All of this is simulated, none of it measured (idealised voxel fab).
process module | voxel lift off
cross-section cut | 270 nm wide | cells 5 nm
A cross-section is a grid of square cells, given in bands from the top down. A band is one or more rows of cells.
Each band's line starts with the height of the band's top and of its bottom, in nm. Then come its materials from left to right, each with its width in nm. One material with "throughout" fills the band from edge to edge. "air" is empty space.
Height 0 is the level under which the wafer as received is all one material. The lowest band goes on downwards, as in "0 down".
A width such as "30 to 40" changes by the same amount from each row of cells to the next, from the band's top row to its bottom row.
"no change" after a step means that no cell of the cross-section changed.
closed voids: empty space of 8 cells or more with no open way to the top, each as width x height at its distance from the left edge, in nm
after a step's settings: what the simulator itself notes on the step
overlay nm, on a step with a mask: how far to the right of its planned place the mask lay; to the left if negative
plan
1 op RECEIVE | material Si
2 op CONFORMAL_DEP | material SiO2 | thk nm 5
3 op PATTERN | tone open | mask id LINES | material resist | width nm 15 | pitch nm 45 | thk nm 30 | overlay nm -15
4 op DIRECTIONAL_DEP | material Ru | thk nm 15
5 op STRIP | etch materials resist
6 op CONFORMAL_DEP | material SiCN | thk nm 5
varied across the wafers: overlay nm of step 3. The plan shows the first wafer's value. All wafers start alike
first wafer as received, after step 1
  0 down: Si throughout
  closed voids: none
first wafer at the end, after step 6
  25 to 20: air 60 | SiCN 25 | air 20 | SiCN 25 | air 20 | SiCN 25 | air 95
  20 to 10: air 60 | SiCN 5 | Ru 15 | SiCN 5 | air 20 | SiCN 5 | Ru 15 | SiCN 5 | air 20 | SiCN 5 | Ru 15 | SiCN 5 | air 95
  10 to 5: SiCN 65 | Ru 15 | SiCN 30 | Ru 15 | SiCN 30 | Ru 15 | SiCN 100
  5 to 0: SiO2 throughout
  0 down: Si throughout
  closed voids: none
last wafer at the end
  25 to 20: air 90 | SiCN 25 | air 20 | SiCN 25 | air 20 | SiCN 25 | air 65
  20 to 10: air 90 | SiCN 5 | Ru 15 | SiCN 5 | air 20 | SiCN 5 | Ru 15 | SiCN 5 | air 20 | SiCN 5 | Ru 15 | SiCN 5 | air 65
  10 to 5: SiCN 95 | Ru 15 | SiCN 30 | Ru 15 | SiCN 30 | Ru 15 | SiCN 70
  5 to 0: SiO2 throughout
  0 down: Si throughout
  closed voids: none
each wafer at the end: cells of each material gained (+) or lost (-) since it was received, then its closed voids
overlay nm -15 | +27 Ru | +72 SiCN | +54 SiO2 | closed voids: none
overlay nm -10 | +27 Ru | +72 SiCN | +54 SiO2 | closed voids: none
overlay nm -5 | +27 Ru | +72 SiCN | +54 SiO2 | closed voids: none
overlay nm 0 | +27 Ru | +72 SiCN | +54 SiO2 | closed voids: none
overlay nm 5 | +27 Ru | +72 SiCN | +54 SiO2 | closed voids: none
overlay nm 10 | +27 Ru | +72 SiCN | +54 SiO2 | closed voids: none
overlay nm 15 | +27 Ru | +72 SiCN | +54 SiO2 | closed voids: none
